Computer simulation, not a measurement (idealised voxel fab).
Title: Process Module voxel ribs on slabs
FYI the section here is cut, 195 nm wide, cells are 5 nm squares.
A cross-section is a grid of square cells, given in bands from the top down. A band is one or more rows of cells.
Quick guide to a band line: top height, bottom height (nm) up front; then every material left to right with its width in nm. Only one material and it's marked "throughout"? Then it fills the band edge to edge. And "blank" just means empty space.
Counting heights begins at 0, where everything beneath is, in the wafer as received, one material. The lowest band has no bottom; it goes on downwards, as "0 and below" shows.
Width: "30 to 40" (first number = top row, second number = bottom row, same change from row to row of cells).
Given "nothing different" for a step, no cell of the cross-section differs between before and after that step.
Reported under the label "Sealed cavities" are the empty spaces having no open way to the top and comprising 8 cells or more; the notation for each is width x height at distance, in which the distance is measured from the left edge and all three values are in nm.
Step line, after settings: the simulator's comment on this step.
overlay nm: for a step with a mask, the amount by which the mask lay right of where it was planned; a negative amount means left of it.
### Listed below are the process steps as planned
| 1 | RECEIVE | material Si |
| 2 | DIRECTIONAL_DEP | material SiO2 | thk nm 25 |
| 3 | DIRECTIONAL_DEP | material SiN | thk nm 20 |
| 4 | DIRECTIONAL_DEP | material aC | thk nm 15 |
| 5 | PATTERN | tone cover | mask id RIB | material resist | width nm 25 | thk nm 30 | overlay nm 0 |
| 6 | DIRECTIONAL_ETCH | etch materials aC | depth nm 15 |
| 7 | STRIP | etch materials resist |
| 8 | DIRECTIONAL_ETCH | etch materials SiN | depth nm 5 |
| 9 | STRIP | etch materials aC |
| 10 | MASKED_ETCH | tone cover | mask id SLAB | width nm 75 | etch materials SiN | depth nm 15 | overlay nm 0 |
| 11 | FILL_DEP | material SiO2 | thk nm 20 |
| 12 | CMP | height nm 60 |
| 13 | DIRECTIONAL_DEP | material W | thk nm 5 |
| 14 | PATTERN | tone cover | mask id HEATER | material resist | width nm 35 | thk nm 20 | overlay nm 0 |
| 15 | DIRECTIONAL_ETCH | etch materials W | depth nm 5 |
| 16 | STRIP | etch materials resist |
| 17 | CONFORMAL_DEP | material SiO2 | thk nm 10 |
### Incoming wafer, cross-sectional view, post step 1
* 0 and below = Si throughout
* Sealed cavities: none
### Sectioned view, first of two wafers, at the close of the module, processed as intended in the plan
* 75 down to 70 = 70 of blank, then 55 of SiO2, then 70 of blank
* 70 down to 65 = SiO2 throughout
* 65 down to 60 = 80 of SiO2, then 35 of W, then 80 of SiO2
* 60 down to 45 = SiO2 throughout
* 45 down to 40 = 85 of SiO2, then 25 of SiN, then 85 of SiO2
* 40 down to 25 = 60 of SiO2, then 75 of SiN, then 60 of SiO2
* 25 down to 0 = SiO2 throughout
* 0 and below = Si throughout
* Sealed cavities: none
### Here is the second of the two wafers cut open at the end of the module - same start, same plan as the first one, but we made one mistake running it
* 75 down to 70 = 70 of blank, then 55 of SiO2, then 70 of blank
* 70 down to 65 = SiO2 throughout
* 65 down to 60 = 80 of SiO2, then 35 of W, then 80 of SiO2
* 60 down to 40 = SiO2 throughout
* 40 down to 30 = 60 of SiN, then 75 of SiO2, then 60 of SiN
* 30 down to 25 = 60 of SiN, then 25 of SiO2, then 25 of SiN, then 25 of SiO2, then 60 of SiN
* 25 down to 0 = SiO2 throughout
* 0 and below = Si throughout
* Sealed cavities: none
Heads up, the wafer didn't run the way we planned it: step 10 changed vs plan, executed as MASKED_ETCH | tone open | mask id SLAB | width nm 75 | etch materials SiN | depth nm 15 | overlay nm 0
Final difference in cells, second wafer against first, listed per material as more or fewer: +27 SiN, -27 SiO2
